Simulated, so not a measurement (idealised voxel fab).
The following is a process module called voxel trench capacitor.
Shown is cross-section cut, with a width of 210 nm and square cells of size 5 nm.
A cross-section is a grid of square cells, given in bands from the top down. A band is one or more rows of cells.
The entry gives the band's vertical extent as a top height and a bottom height in nm, then its horizontal make-up as materials from left to right, each with a width in nm. "empty" stands for empty space; a single material marked "edge to edge" fills the band edge to edge.
For the purposes of this specification, 0 denotes the height below which the wafer in its as-received condition is composed wholly of one material, and the lowermost band, lacking a lower limit, extends downward without end, as expressed in "0 and below".
With a width like "30->40", each row of cells in the band differs from the next by the same amount, the top row carrying the first number and the bottom row the second.
Where the words "stayed the same" appear for a step, the cross-section shows no cell changed by that step; every cell remained as before.
If an empty space has no open way to the top and is at least 8 cells in size, "Closed void catalog" lists it, written width x height at distance, where distance is measured from the left edge and every value is in nm.
That trailing text on a step's line, after the settings, is the simulator's own remark on the step.
overlay nm: where the mask lay relative to plan, measured to the right, on steps with a mask; negatives go left.

The steps planned for the process are as follows:
step 1: RECEIVE [material Si]
step 2: CONFORMAL_DEP [material SiN] [thk nm 10]
step 3: PATTERN [tone open] [mask id TRENCH] [material resist] [width nm 20] [pitch nm 35] [thk nm 15] [overlay nm 0]
step 4: DIRECTIONAL_ETCH [etch materials SiN] [depth nm 10]
step 5: DIRECTIONAL_ETCH [etch materials Si] [depth nm 25]
step 6: STRIP [etch materials resist]
step 7: CONFORMAL_DEP [material SiO2] [thk nm 5]
step 8: FILL_DEP [material polySi] [thk nm 5]
step 9: CMP [height nm 10]

The cross-section here shows the wafer as received, i.e. in its state after step 1:
	0 and below | Si edge to edge
	Closed void catalog: none

The plan above was carried out on the starting structure above with one mistake, and this cross-section shows the wafer at the end of the module:
	10 down to 0 | 45 SiN | 5 SiO2 | 5 polySi | 5 SiO2 | 20 SiN | 5 SiO2 | 5 polySi | 5 SiO2 | 20 SiN | 5 SiO2 | 5 polySi | 5 SiO2 | 20 SiN | 5 SiO2 | 5 polySi | 5 SiO2 | 45 SiN
	0 down to -20 | 45 Si | 5 SiO2 | 5 polySi | 5 SiO2 | 20 Si | 5 SiO2 | 5 polySi | 5 SiO2 | 20 Si | 5 SiO2 | 5 polySi | 5 SiO2 | 20 Si | 5 SiO2 | 5 polySi | 5 SiO2 | 45 Si
	-20 down to -25 | 45 Si | 15 SiO2 | 20 Si | 15 SiO2 | 20 Si | 15 SiO2 | 20 Si | 15 SiO2 | 45 Si
	-25 and below | Si edge to edge
	Closed void catalog: none
What went wrong in running the wafer? so step 3 ended up running with a different setting than we planned, it ran as PATTERN [tone open] [mask id TRENCH] [material resist] [width nm 15] [pitch nm 35] [thk nm 15] [overlay nm 0]
